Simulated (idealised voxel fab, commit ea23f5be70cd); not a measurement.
Process module heading - voxel released beams
The cross-section on display is named cut; it measures 285 nm wide, and its cells are 5 nm squares.
Cross-sections here: square-cell grids, written as top-down lists of bands, a band being one or more rows of cells. Quick guide to a band line: top height, bottom height (nm) up front; then every material left to right with its width in nm. Only one material and it's marked "everywhere"? Then it fills the band edge to edge. And "empty" just means empty space. Convention: height 0 is the level below which the wafer, as received, is all one material. The lowest band does not terminate at the bottom but continues downward, represented as "0 down". Per-row width for "30 to 40": begins at first number (top row of band), ends at second number (bottom row), increment between rows held constant. "remained unchanged" -> step changed no cross-section cell. The entry "Enclosed void entries" lists the empty spaces that cover at least 8 cells and have no open path to the top. Each is written as width x height at distance, where the distance is measured from the left edge and all three values are in nm. Post-settings text on a step line: simulator's own remark regarding the step. "overlay nm", when on a step's line for a step with a mask, measures how far to the right of its planned place the mask lay; a negative measure means to the left. Guide to the pairs. Each holds a before and an after cross-section around one process step; the after cross-section is cut off at the lowest band that changed. Look under the pair for the step between them and its settings. Pairs can come from different runs of this module on the same starting wafer, so a pair follows on from the one above it only where its entry headed "Cross-section, before" says it does.
Cross-section, before:
> 0 down: Si everywhere
> Enclosed void entries: none
State After Step:
> 5 to 0: Al2O3 everywhere
> Nothing below the height 0 has changed.
> Enclosed void entries: none
What sits between those two cross-sections? CONFORMAL_DEP (material Al2O3; thk nm 5)
Cross-section, before: the state before this step is the cross-section shown after the step in the pair just above.
State After Step:
> 25 to 5: SiO2 everywhere
> Nothing below the height 5 has changed.
> Enclosed void entries: none
What sits between those two cross-sections? DIRECTIONAL_DEP (material SiO2; thk nm 20)
Cross-section, before: the state before this step is the cross-section shown after the step in the pair just above.
State After Step:
> 25 to 5: 100 nm SiO2 | 35 nm empty | 150 nm SiO2
> Nothing below the height 5 has changed.
> Enclosed void entries: none
What sits between those two cross-sections? MASKED_ETCH (tone open; mask id ANCHOR; width nm 35; etch materials SiO2; depth nm 20; overlay nm 0)
Cross-section, before: the state before this step is the cross-section shown after the step in the pair just above.
State After Step:
> 40 to 25: 115 nm polySi | 5 nm empty | 165 nm polySi
> 25 to 20: 100 nm SiO2 | 15 nm polySi | 5 nm empty | 15 nm polySi | 150 nm SiO2
> 20 to 5: 100 nm SiO2 | 35 nm polySi | 150 nm SiO2
> Nothing below the height 5 has changed.
> Enclosed void entries: none
What sits between those two cross-sections? CONFORMAL_DEP (material polySi; thk nm 15)
Cross-section, before: the state before this step is the cross-section shown after the step in the pair just above.
State After Step:
> 40 to 25: 95 nm empty | 20 nm polySi | 5 nm empty | 65 nm polySi | 100 nm empty
> Nothing below the height 25 has changed.
> Enclosed void entries: none
What sits between those two cross-sections? MASKED_ETCH (tone cover; mask id BEAM; width nm 90; etch materials polySi; depth nm 15; overlay nm 0)
Cross-section, before: the state before this step is the cross-section shown after the step in the pair just above.
State After Step:
> 40 to 25: 95 nm empty | 20 nm polySi | 5 nm empty | 65 nm polySi | 100 nm empty
> 25 to 20: 100 nm empty | 15 nm polySi | 5 nm empty | 15 nm polySi | 150 nm empty
> 20 to 5: 100 nm empty | 35 nm polySi | 150 nm empty
> Nothing below the height 5 has changed.
> Enclosed void entries: none
What sits between those two cross-sections? STRIP (etch materials SiO2)
Cross-section, before:
> 0 down: Si everywhere
> Enclosed void entries: none
State After Step:
> 20 to 0: SiO2 everywhere
> Nothing below the height 0 has changed.
> Enclosed void entries: none
What sits between those two cross-sections? DIRECTIONAL_DEP (material SiO2; thk nm 20)
Cross-section, before: the state before this step is the cross-section shown after the step in the pair just above.
State After Step:
> 20 to 0: 100 nm SiO2 | 35 nm empty | 150 nm SiO2
> Nothing below the height 0 has changed.
> Enclosed void entries: none
What sits between those two cross-sections? MASKED_ETCH (tone open; mask id ANCHOR; width nm 35; etch materials SiO2; depth nm 20; overlay nm 0)
Cross-section, before: the state before this step is the cross-section shown after the step in the pair just above.
State After Step:
> 35 to 20: 115 nm polySi | 5 nm empty | 165 nm polySi
> 20 to 15: 100 nm SiO2 | 15 nm polySi | 5 nm empty | 15 nm polySi | 150 nm SiO2
> 15 to 0: 100 nm SiO2 | 35 nm polySi | 150 nm SiO2
> Nothing below the height 0 has changed.
> Enclosed void entries: none
What sits between those two cross-sections? CONFORMAL_DEP (material polySi; thk nm 15)
Cross-section, before: the state before this step is the cross-section shown after the step in the pair just above.
State After Step:
> 35 to 20: 95 nm empty | 20 nm polySi | 5 nm empty | 65 nm polySi | 100 nm empty
> Nothing below the height 20 has changed.
> Enclosed void entries: none
What sits between those two cross-sections? MASKED_ETCH (tone cover; mask id BEAM; width nm 90; etch materials polySi; depth nm 15; overlay nm 0)
Cross-section, before: the state before this step is the cross-section shown after the step in the pair just above.
State After Step:
> 35 to 20: 95 nm empty | 20 nm polySi | 5 nm empty | 65 nm polySi | 100 nm empty
> 20 to 15: 100 nm empty | 15 nm polySi | 5 nm empty | 15 nm polySi | 150 nm empty
> 15 to 0: 100 nm empty | 35 nm polySi | 150 nm empty
> Nothing below the height 0 has changed.
> Enclosed void entries: none
What sits between those two cross-sections? STRIP (etch materials SiO2)
Cross-section, before:
> 40 to 25: 115 nm polySi | 5 nm empty | 165 nm polySi
> 25 to 20: 100 nm SiO2 | 15 nm polySi | 5 nm empty | 15 nm polySi | 150 nm SiO2
> 20 to 5: 100 nm SiO2 | 35 nm polySi | 150 nm SiO2
> 5 to 0: Al2O3 everywhere
> 0 down: Si everywhere
> Enclosed void entries: none
State After Step:
> 55 to 25: polySi everywhere
> 25 to 5: 100 nm SiO2 | 35 nm polySi | 150 nm SiO2
> Nothing below the height 5 has changed.
> Enclosed void entries: none
What sits between those two cross-sections? CONFORMAL_DEP (material polySi; thk nm 15)
Cross-section, before: the state before this step is the cross-section shown after the step in the pair just above.
State After Step:
> 55 to 40: 95 nm empty | 90 nm polySi | 100 nm empty
> Nothing below the height 40 has changed.
> Enclosed void entries: none
What sits between those two cross-sections? MASKED_ETCH (tone cover; mask id BEAM; width nm 90; etch materials polySi; depth nm 15; overlay nm 0)
Cross-section, before:
> 20 to 0: SiO2 everywhere
> 0 down: Si everywhere
> Enclosed void entries: none
State After Step:
> 25 to 20: Al2O3 everywhere
> Nothing below the height 20 has changed.
> Enclosed void entries: none
What sits between those two cross-sections? CONFORMAL_DEP (material Al2O3; thk nm 5)
Cross-section, before: the state before this step is the cross-section shown after the step in the pair just above.
State After Step:
> 40 to 25: polySi everywhere
> Nothing below the height 25 has changed.
> Enclosed void entries: none
What sits between those two cross-sections? CONFORMAL_DEP (material polySi; thk nm 15)
Cross-section, before: the state before this step is the cross-section shown after the step in the pair just above.
State After Step:
> 40 to 25: 95 nm empty | 90 nm polySi | 100 nm empty
> Nothing below the height 25 has changed.
> Enclosed void entries: none
What sits between those two cross-sections? MASKED_ETCH (tone cover; mask id BEAM; width nm 90; etch materials polySi; depth nm 15; overlay nm 0)
Cross-section, before:
> 25 to 5: 100 nm SiO2 | 35 nm empty | 150 nm SiO2
> 5 to 0: Al2O3 everywhere
> 0 down: Si everywhere
> Enclosed void entries: none
State After Step:
> 50 to 25: polySi everywhere
> 25 to 5: 100 nm SiO2 | 35 nm polySi | 150 nm SiO2
> Nothing below the height 5 has changed.
> Enclosed void entries: none
What sits between those two cross-sections? CONFORMAL_DEP (material polySi; thk nm 25)
Cross-section, before: the state before this step is the cross-section shown after the step in the pair just above.
State After Step:
> 50 to 35: 95 nm empty | 90 nm polySi | 100 nm empty
> Nothing below the height 35 has changed.
> Enclosed void entries: none
What sits between those two cross-sections? MASKED_ETCH (tone cover; mask id BEAM; width nm 90; etch materials polySi; depth nm 15; overlay nm 0)
Cross-section, before:
> 40 to 25: 115 nm polySi | 5 nm empty | 165 nm polySi
> 25 to 20: 100 nm SiO2 | 15 nm polySi | 5 nm empty | 15 nm polySi | 150 nm SiO2
> 20 to 5: 100 nm SiO2 | 35 nm polySi | 150 nm SiO2
> 5 to 0: Al2O3 everywhere
> 0 down: Si everywhere
> Enclosed void entries: none
State After Step:
> 40 to 25: 90 nm empty | 25 nm polySi | 5 nm empty | 70 nm polySi | 95 nm empty
> Nothing below the height 25 has changed.
> Enclosed void entries: none
What sits between those two cross-sections? MASKED_ETCH (tone cover; mask id BEAM; width nm 100; etch materials polySi; depth nm 15; overlay nm 0)
Cross-section, before: the state before this step is the cross-section shown after the step in the pair just above.
State After Step:
> 40 to 25: 90 nm empty | 25 nm polySi | 5 nm empty | 70 nm polySi | 95 nm empty
> 25 to 20: 100 nm empty | 15 nm polySi | 5 nm empty | 15 nm polySi | 150 nm empty
> 20 to 5: 100 nm empty | 35 nm polySi | 150 nm empty
> Nothing below the height 5 has changed.
> Enclosed void entries: none
What sits between those two cross-sections? STRIP (etch materials SiO2)
Cross-section, before:
> 25 to 5: SiO2 everywhere
> 5 to 0: Al2O3 everywhere
> 0 down: Si everywhere
> Enclosed void entries: none
State After Step:
> 25 to 5: 90 nm SiO2 | 35 nm empty | 160 nm SiO2
> Nothing below the height 5 has changed.
> Enclosed void entries: none
What sits between those two cross-sections? MASKED_ETCH (tone open; mask id ANCHOR; width nm 35; etch materials SiO2; depth nm 20; overlay nm -10)
Cross-section, before: the state before this step is the cross-section shown after the step in the pair just above.
State After Step:
> 40 to 25: 105 nm polySi | 5 nm empty | 175 nm polySi
> 25 to 20: 90 nm SiO2 | 15 nm polySi | 5 nm empty | 15 nm polySi | 160 nm SiO2
> 20 to 5: 90 nm SiO2 | 35 nm polySi | 160 nm SiO2
> Nothing below the height 5 has changed.
> Enclosed void entries: none
What sits between those two cross-sections? CONFORMAL_DEP (material polySi; thk nm 15)
Cross-section, before: the state before this step is the cross-section shown after the step in the pair just above.
State After Step:
> 40 to 25: 95 nm empty | 10 nm polySi | 5 nm empty | 75 nm polySi | 100 nm empty
> Nothing below the height 25 has changed.
> Enclosed void entries: none
What sits between those two cross-sections? MASKED_ETCH (tone cover; mask id BEAM; width nm 90; etch materials polySi; depth nm 15; overlay nm 0)
Cross-section, before: the state before this step is the cross-section shown after the step in the pair just above.
State After Step:
> 40 to 25: 95 nm empty | 10 nm polySi | 5 nm empty | 75 nm polySi | 100 nm empty
> 25 to 20: 90 nm empty | 15 nm polySi | 5 nm empty | 15 nm polySi | 160 nm empty
> 20 to 5: 90 nm empty | 35 nm polySi | 160 nm empty
> Nothing below the height 5 has changed.
> Enclosed void entries: none
What sits between those two cross-sections? STRIP (etch materials SiO2)
Cross-section, before:
> 0 down: Si everywhere
> Enclosed void entries: none
State After Step:
> 5 to 0: SiO2 everywhere
> Nothing below the height 0 has changed.
> Enclosed void entries: none
What sits between those two cross-sections? CONFORMAL_DEP (material SiO2; thk nm 5)
Cross-section, before: the state before this step is the cross-section shown after the step in the pair just above.
State After Step:
> 25 to 0: SiO2 everywhere
> Nothing below the height 0 has changed.
> Enclosed void entries: none
What sits between those two cross-sections? DIRECTIONAL_DEP (material SiO2; thk nm 20)
Cross-section, before: the state before this step is the cross-section shown after the step in the pair just above.
State After Step:
> 25 to 5: 100 nm SiO2 | 35 nm empty | 150 nm SiO2
> Nothing below the height 5 has changed.
> Enclosed void entries: none
What sits between those two cross-sections? MASKED_ETCH (tone open; mask id ANCHOR; width nm 35; etch materials SiO2; depth nm 20; overlay nm 0)
Cross-section, before: the state before this step is the cross-section shown after the step in the pair just above.
State After Step:
> 40 to 25: 115 nm polySi | 5 nm empty | 165 nm polySi
> 25 to 20: 100 nm SiO2 | 15 nm polySi | 5 nm empty | 15 nm polySi | 150 nm SiO2
> 20 to 5: 100 nm SiO2 | 35 nm polySi | 150 nm SiO2
> Nothing below the height 5 has changed.
> Enclosed void entries: none
What sits between those two cross-sections? CONFORMAL_DEP (material polySi; thk nm 15)
Cross-section, before: the state before this step is the cross-section shown after the step in the pair just above.
State After Step:
> 40 to 25: 95 nm empty | 20 nm polySi | 5 nm empty | 65 nm polySi | 100 nm empty
> Nothing below the height 25 has changed.
> Enclosed void entries: none
What sits between those two cross-sections? MASKED_ETCH (tone cover; mask id BEAM; width nm 90; etch materials polySi; depth nm 15; overlay nm 0)
Cross-section, before: the state before this step is the cross-section shown after the step in the pair just above.
State After Step:
> 0 down: Si everywhere
> Enclosed void entries: none
What sits between those two cross-sections? STRIP (etch materials SiO2)
Cross-section, before:
> 40 to 25: 115 nm polySi | 5 nm empty | 165 nm polySi
> 25 to 20: 100 nm SiO2 | 15 nm polySi | 5 nm empty | 15 nm polySi | 150 nm SiO2
> 20 to 5: 100 nm SiO2 | 35 nm polySi | 150 nm SiO2
> 5 to 0: Al2O3 everywhere
> 0 down: Si everywhere
> Enclosed void entries: none
State After Step:
> 40 to 25: 95 nm polySi | 90 nm empty | 100 nm polySi
> 25 to 5: 100 nm SiO2 | 15 nm polySi | 5 nm empty | 15 nm polySi | 150 nm SiO2
> Nothing below the height 5 has changed.
> Enclosed void entries: none
What sits between those two cross-sections? MASKED_ETCH (tone open; mask id BEAM; width nm 90; etch materials polySi; depth nm 15; overlay nm 0)
Cross-section, before: the state before this step is the cross-section shown after the step in the pair just above.
State After Step:
> 25 to 5: 100 nm empty | 15 nm polySi | 5 nm empty | 15 nm polySi | 150 nm empty
> Nothing below the height 5 has changed.
> Enclosed void entries: none
What sits between those two cross-sections? STRIP (etch materials SiO2)
